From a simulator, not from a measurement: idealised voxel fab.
process module | voxel wiring stack
cross-section cut | 195 nm wide | cells 5 nm
A cross-section is a grid of square cells, given in bands from the top down. A band is one or more rows of cells.
Each band's line starts with the height of the band's top and of its bottom, in nm. Then come its materials from left to right, each with its width in nm. One material with "throughout" fills the band from edge to edge. "air" is empty space.
Height 0 is the level under which the wafer as received is all one material. The lowest band goes on downwards, as in "0 down".
A width such as "30 to 40" changes by the same amount from each row of cells to the next, from the band's top row to its bottom row.
"no change" after a step means that no cell of the cross-section changed.
closed voids: empty space of 8 cells or more with no open way to the top, each as width x height at its distance from the left edge, in nm
after a step's settings: what the simulator itself notes on the step
overlay nm, on a step with a mask: how far to the right of its planned place the mask lay; to the left if negative
plan
1 op RECEIVE | material Si
2 op CONFORMAL_DEP | material SiO2 | thk nm 15
3 op DIRECTIONAL_DEP | material TiN | thk nm 5
4 op DIRECTIONAL_DEP | material W | thk nm 15
5 op MASKED_ETCH | tone cover | mask id METAL_1 | width nm 30 | pitch nm 50 | etch materials W | depth nm 15 | overlay nm 0
6 op MASKED_ETCH | tone cover | mask id METAL_1 | width nm 30 | pitch nm 50 | etch materials TiN | depth nm 5 | overlay nm 0
7 op CONFORMAL_DEP | material SiN | thk nm 5
8 op FILL_DEP | material SiO2 | thk nm 5
9 op CMP | height nm 35
10 op CONFORMAL_DEP | material SiCN | thk nm 5
11 op DIRECTIONAL_DEP | material SiO2 | thk nm 10
12 op MASKED_ETCH | tone open | mask id PLUG_1 | width nm 15 | pitch nm 50 | etch materials SiO2 | depth nm 10 | overlay nm 0
13 op MASKED_ETCH | tone open | mask id PLUG_1 | width nm 15 | pitch nm 50 | etch materials SiCN | depth nm 5 | overlay nm 0
14 op EPI | material Ru | thk nm 10
15 op EPI | material Ru | thk nm 5
16 op CONFORMAL_DEP | material SiN | thk nm 5
17 op DIRECTIONAL_DEP | material lowk | thk nm 20
18 op DIRECTIONAL_DEP | material aC | thk nm 15
19 op PATTERN | tone open | mask id METAL_2 | material resist | width nm 30 | pitch nm 50 | thk nm 35 | overlay nm 0
20 op DIRECTIONAL_ETCH | etch materials aC | depth nm 15
21 op STRIP | etch materials resist
22 op DIRECTIONAL_ETCH | etch materials lowk | depth nm 20
23 op DIRECTIONAL_ETCH | etch materials SiN | depth nm 5
24 op STRIP | etch materials aC
25 op CONFORMAL_DEP | material TiN | thk nm 5
26 op FILL_DEP | material Cu | thk nm 10
27 op CMP | height nm 75
28 op EPI | material Ru | thk nm 5
29 op FILL_DEP | material SiCN | thk nm 5
as received, after step 1
  0 down: Si throughout
  closed voids: none
first wafer at the end, as planned
  85 to 80: SiCN throughout
  80 to 75: SiCN 25 | Ru 40 | SiCN 10 | Ru 40 | SiCN 10 | Ru 40 | SiCN 30
  75 to 55: lowk 30 | TiN 5 | Cu 20 | TiN 5 | lowk 20 | TiN 5 | Cu 20 | TiN 5 | lowk 20 | TiN 5 | Cu 20 | TiN 5 | lowk 35
  55 to 50: SiN 30 | TiN 30 | SiN 20 | TiN 30 | SiN 20 | TiN 30 | SiN 35
  50 to 40: SiO2 30 | Ru 15 | SiO2 35 | Ru 15 | SiO2 35 | Ru 15 | SiO2 50
  40 to 35: SiCN 30 | Ru 15 | SiCN 35 | Ru 15 | SiCN 35 | Ru 15 | SiCN 50
  35 to 20: SiO2 25 | SiN 5 | W 30 | SiN 5 | SiO2 10 | SiN 5 | W 30 | SiN 5 | SiO2 10 | SiN 5 | W 30 | SiN 5 | SiO2 30
  20 to 15: SiN 30 | TiN 30 | SiN 20 | TiN 30 | SiN 20 | TiN 30 | SiN 35
  15 to 0: SiO2 throughout
  0 down: Si throughout
  closed voids: none
second wafer at the end: like start, like plan, one mistake
  80 to 75: air 25 | Ru 40 | air 10 | Ru 40 | air 10 | Ru 40 | air 30
  75 to 55: lowk 30 | TiN 5 | Cu 20 | TiN 5 | lowk 20 | TiN 5 | Cu 20 | TiN 5 | lowk 20 | TiN 5 | Cu 20 | TiN 5 | lowk 35
  55 to 50: SiN 30 | TiN 30 | SiN 20 | TiN 30 | SiN 20 | TiN 30 | SiN 35
  50 to 40: SiO2 30 | Ru 15 | SiO2 35 | Ru 15 | SiO2 35 | Ru 15 | SiO2 50
  40 to 35: SiCN 30 | Ru 15 | SiCN 35 | Ru 15 | SiCN 35 | Ru 15 | SiCN 50
  35 to 20: SiO2 25 | SiN 5 | W 30 | SiN 5 | SiO2 10 | SiN 5 | W 30 | SiN 5 | SiO2 10 | SiN 5 | W 30 | SiN 5 | SiO2 30
  20 to 15: SiN 30 | TiN 30 | SiN 20 | TiN 30 | SiN 20 | TiN 30 | SiN 35
  15 to 0: SiO2 throughout
  0 down: Si throughout
  closed voids: none
what went wrong: step 29 was left out
at the end the second wafer has, in cells: 54 fewer of SiCN
